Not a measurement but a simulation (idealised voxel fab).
process module | voxel gate over fins
cross-section cut | 255 nm wide | cells 5 nm
A cross-section is a grid of square cells, given in bands from the top down. A band is one or more rows of cells.
Each band's line starts with the height of the band's top and of its bottom, in nm. Then come its materials from left to right, each with its width in nm. One material with "throughout" fills the band from edge to edge. "air" is empty space.
Height 0 is the level under which the wafer as received is all one material. The lowest band goes on downwards, as in "0 down".
A width such as "30 to 40" changes by the same amount from each row of cells to the next, from the band's top row to its bottom row.
"no change" after a step means that no cell of the cross-section changed.
closed voids: empty space of 8 cells or more with no open way to the top, each as width x height at its distance from the left edge, in nm
after a step's settings: what the simulator itself notes on the step
overlay nm, on a step with a mask: how far to the right of its planned place the mask lay; to the left if negative
plan
1 op RECEIVE | material Si
2 op CONFORMAL_DEP | material SiN | thk nm 10
3 op PATTERN | tone cover | mask id FINS | material resist | width nm 15 | pitch nm 35 | thk nm 15 | overlay nm -15
4 op DIRECTIONAL_ETCH | etch materials SiN | depth nm 10
5 op DIRECTIONAL_ETCH | etch materials Si | depth nm 30
6 op STRIP | etch materials resist
7 op OXIDIZE | depth nm 5
8 op FILL_DEP | material SiO2 | thk nm 10
9 op CMP | height nm 10
10 op SELECTIVE_ETCH | etch materials SiO2 | depth nm 20
11 op STRIP | etch materials SiN
12 op CONFORMAL_DEP | material HfO2 | thk nm 5
13 op CONFORMAL_DEP | material TiN | thk nm 5
14 op FILL_DEP | material W | thk nm 10
15 op CMP | height nm 15
16 op CONFORMAL_DEP | material SiCN | thk nm 5
varied across the wafers: overlay nm of step 3. The plan shows the first wafer's value. All wafers start alike
first wafer as received, after step 1
  0 down: Si throughout
  closed voids: none
first wafer at the end, after step 16
  20 to 15: SiCN throughout
  15 to 10: W throughout
  10 to 5: W 65 | TiN 25 | W 10 | TiN 25 | W 10 | TiN 25 | W 95
  5 to 0: W 65 | TiN 5 | HfO2 15 | TiN 5 | W 10 | TiN 5 | HfO2 15 | TiN 5 | W 10 | TiN 5 | HfO2 15 | TiN 5 | W 95
  0 to -5: TiN 70 | HfO2 5 | Si 5 | HfO2 5 | TiN 20 | HfO2 5 | Si 5 | HfO2 5 | TiN 20 | HfO2 5 | Si 5 | HfO2 5 | TiN 100
  -5 to -10: HfO2 75 | Si 5 | HfO2 30 | Si 5 | HfO2 30 | Si 5 | HfO2 105
  -10 to -35: SiO2 75 | Si 5 | SiO2 30 | Si 5 | SiO2 30 | Si 5 | SiO2 105
  -35 down: Si throughout
  closed voids: none
last wafer at the end
  20 to 15: SiCN throughout
  15 to 10: W throughout
  10 to 5: W 95 | TiN 25 | W 10 | TiN 25 | W 10 | TiN 25 | W 65
  5 to 0: W 95 | TiN 5 | HfO2 15 | TiN 5 | W 10 | TiN 5 | HfO2 15 | TiN 5 | W 10 | TiN 5 | HfO2 15 | TiN 5 | W 65
  0 to -5: TiN 100 | HfO2 5 | Si 5 | HfO2 5 | TiN 20 | HfO2 5 | Si 5 | HfO2 5 | TiN 20 | HfO2 5 | Si 5 | HfO2 5 | TiN 70
  -5 to -10: HfO2 105 | Si 5 | HfO2 30 | Si 5 | HfO2 30 | Si 5 | HfO2 75
  -10 to -35: SiO2 105 | Si 5 | SiO2 30 | Si 5 | SiO2 30 | Si 5 | SiO2 75
  -35 down: Si throughout
  closed voids: none
each wafer at the end: cells of each material gained (+) or lost (-) since it was received, then its closed voids
overlay nm -15 | +63 HfO2 | -336 Si | +51 SiCN | +240 SiO2 | +63 TiN | +123 W | closed voids: none
overlay nm -10 | +63 HfO2 | -336 Si | +51 SiCN | +240 SiO2 | +63 TiN | +123 W | closed voids: none
overlay nm -5 | +63 HfO2 | -336 Si | +51 SiCN | +240 SiO2 | +63 TiN | +123 W | closed voids: none
overlay nm 0 | +63 HfO2 | -336 Si | +51 SiCN | +240 SiO2 | +63 TiN | +123 W | closed voids: none
overlay nm 5 | +63 HfO2 | -336 Si | +51 SiCN | +240 SiO2 | +63 TiN | +123 W | closed voids: none
overlay nm 10 | +63 HfO2 | -336 Si | +51 SiCN | +240 SiO2 | +63 TiN | +123 W | closed voids: none
overlay nm 15 | +63 HfO2 | -336 Si | +51 SiCN | +240 SiO2 | +63 TiN | +123 W | closed voids: none
